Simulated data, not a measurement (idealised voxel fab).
The name of this process module is voxel transistor to metal.
Section cut is 270 nm wide and gridded with 5 nm square cells.
Bands, listed from the top down, are how a cross-section gets written in this document; the cross-section itself is a grid of square cells, and a band is one or more rows of them.
Quick guide to a band line: top height, bottom height (nm) up front; then every material left to right with its width in nm. Only one material and it's marked "all across"? Then it fills the band edge to edge. And "air" just means empty space.
Convention: height 0 is the level below which the wafer, as received, is all one material. The lowest band does not terminate at the bottom but continues downward, represented as "from 0 down".
When a width is written as two numbers, as in "30->40", the first number is the width in the top row of cells of the band and the second is the width in its bottom row, and the width changes by the same amount from each row to the next.
When a step is marked "no modification", none of the cells in the cross-section changed during that step.
Any empty space of 8 cells or more lacking an open way to the top shows up in "Catalogued sealed voids" as width x height at distance, distance from the left edge, in nm.
Where a step's line continues beyond its settings, the continuation is a remark by the simulator itself on that step.
When a step includes a mask, the "overlay nm" setting on its line states how far to the right of its planned place that mask lay, and negative values state how far to the left.
Note: before/after cross-section pairs follow, one process step per pair, after-side truncated at the lowest changed band, step and settings given beneath. Different runs of this module on the same starting wafer may supply the pairs; a pair continues the one above only where the "Incoming profile" entry says so.
# Incoming profile
    from 80 to 75 | W all across
    from 75 to 70 | 30 nm TiN  5 nm W  70 nm TiN  5 nm W  50 nm TiN  5 nm W  70 nm TiN  5 nm W  30 nm TiN
    from 70 to 55 | 25 nm lowk  5 nm TiN  5 nm W  5 nm TiN  60 nm lowk  5 nm TiN  5 nm W  5 nm TiN  40 nm lowk  5 nm TiN  5 nm W  5 nm TiN  60 nm lowk  5 nm TiN  5 nm W  5 nm TiN  25 nm lowk
    from 55 to 50 | 25 nm SiN  15 nm TiN  60 nm SiN  15 nm TiN  40 nm SiN  15 nm TiN  60 nm SiN  15 nm TiN  25 nm SiN
    from 50 to 40 | 20 nm Ru  5 nm TiN  15 nm SiO2  5 nm TiN  50 nm Ru  5 nm TiN  15 nm SiO2  5 nm TiN  30 nm Ru  5 nm TiN  15 nm SiO2  5 nm TiN  50 nm Ru  5 nm TiN  15 nm SiO2  5 nm TiN  20 nm Ru
    from 40 to 35 | 20 nm Ru  5 nm TiN  15 nm SiO2  60 nm TiN  15 nm SiO2  5 nm TiN  30 nm Ru  5 nm TiN  15 nm SiO2  60 nm TiN  15 nm SiO2  5 nm TiN  20 nm Ru
    from 35 to 25 | 20 nm Ru  5 nm TiN  15 nm SiO2  10 nm TiN  5 nm SiN  5 nm TiN  20 nm SiCN  5 nm TiN  5 nm SiN  10 nm TiN  15 nm SiO2  5 nm TiN  30 nm Ru  5 nm TiN  15 nm SiO2  10 nm TiN  5 nm SiN  5 nm TiN  20 nm SiCN  5 nm TiN  5 nm SiN  10 nm TiN  15 nm SiO2  5 nm TiN  20 nm Ru
    from 25 to 15 | 20 nm Ru  5 nm TiN  15 nm SiO2  10 nm TiN  5 nm SiN  5 nm TiN  20 nm polySi  5 nm TiN  5 nm SiN  10 nm TiN  15 nm SiO2  5 nm TiN  30 nm Ru  5 nm TiN  15 nm SiO2  10 nm TiN  5 nm SiN  5 nm TiN  20 nm polySi  5 nm TiN  5 nm SiN  10 nm TiN  15 nm SiO2  5 nm TiN  20 nm Ru
    from 15 to 5 | 20 nm Ru  5 nm TiN  5 nm SiO2  20 nm pSi  5 nm SiN  5 nm TiN  20 nm polySi  5 nm TiN  5 nm SiN  20 nm pSi  5 nm SiO2  5 nm TiN  30 nm Ru  5 nm TiN  5 nm SiO2  20 nm pSi  5 nm SiN  5 nm TiN  20 nm polySi  5 nm TiN  5 nm SiN  20 nm pSi  5 nm SiO2  5 nm TiN  20 nm Ru
    from 5 to 0 | 25 nm TiN  5 nm SiO2  20 nm pSi  5 nm SiN  5 nm TiN  20 nm polySi  5 nm TiN  5 nm SiN  20 nm pSi  5 nm SiO2  40 nm TiN  5 nm SiO2  20 nm pSi  5 nm SiN  5 nm TiN  20 nm polySi  5 nm TiN  5 nm SiN  20 nm pSi  5 nm SiO2  25 nm TiN
    from 0 to -5 | 20 nm SiO2  30 nm pSi  40 nm SiO2  30 nm pSi  30 nm SiO2  30 nm pSi  40 nm SiO2  30 nm pSi  20 nm SiO2
    from -5 to -20 | 25 nm SiO2  25 nm pSi  40 nm Si  25 nm pSi  40 nm SiO2  25 nm pSi  40 nm Si  25 nm pSi  25 nm SiO2
    from -20 to -35 | 25 nm SiO2  90 nm Si  40 nm SiO2  90 nm Si  25 nm SiO2
    from -35 down | Si all across
    Catalogued sealed voids: none
# Post-Step Geometry
    from 70 to 55 | 25 nm lowk  5 nm TiN  5 nm W  5 nm TiN  60 nm lowk  5 nm TiN  5 nm W  5 nm TiN  40 nm lowk  5 nm TiN  5 nm W  5 nm TiN  60 nm lowk  5 nm TiN  5 nm W  5 nm TiN  25 nm lowk
    Below a height of 55, the structure has not been altered.
    Catalogued sealed voids: none
Formally, the process step situated between the two cross-sections above is CMP: height nm 70
Incoming profile: see the after view in the pair directly above.
# Post-Step Geometry
    from 75 to 70 | 20 nm air  25 nm Ru  50 nm air  25 nm Ru  30 nm air  25 nm Ru  50 nm air  25 nm Ru  20 nm air
    Below a height of 70, the structure has not been altered.
    Catalogued sealed voids: none
Formally, the process step situated between the two cross-sections above is EPI: material Ru, thk nm 5
Incoming profile: see the after view in the pair directly above.
# Post-Step Geometry
    from 80 to 75 | SiCN all across
    from 75 to 70 | 20 nm SiCN  25 nm Ru  50 nm SiCN  25 nm Ru  30 nm SiCN  25 nm Ru  50 nm SiCN  25 nm Ru  20 nm SiCN
    Below a height of 70, the structure has not been altered.
    Catalogued sealed voids: none
Formally, the process step situated between the two cross-sections above is FILL_DEP: material SiCN, thk nm 5
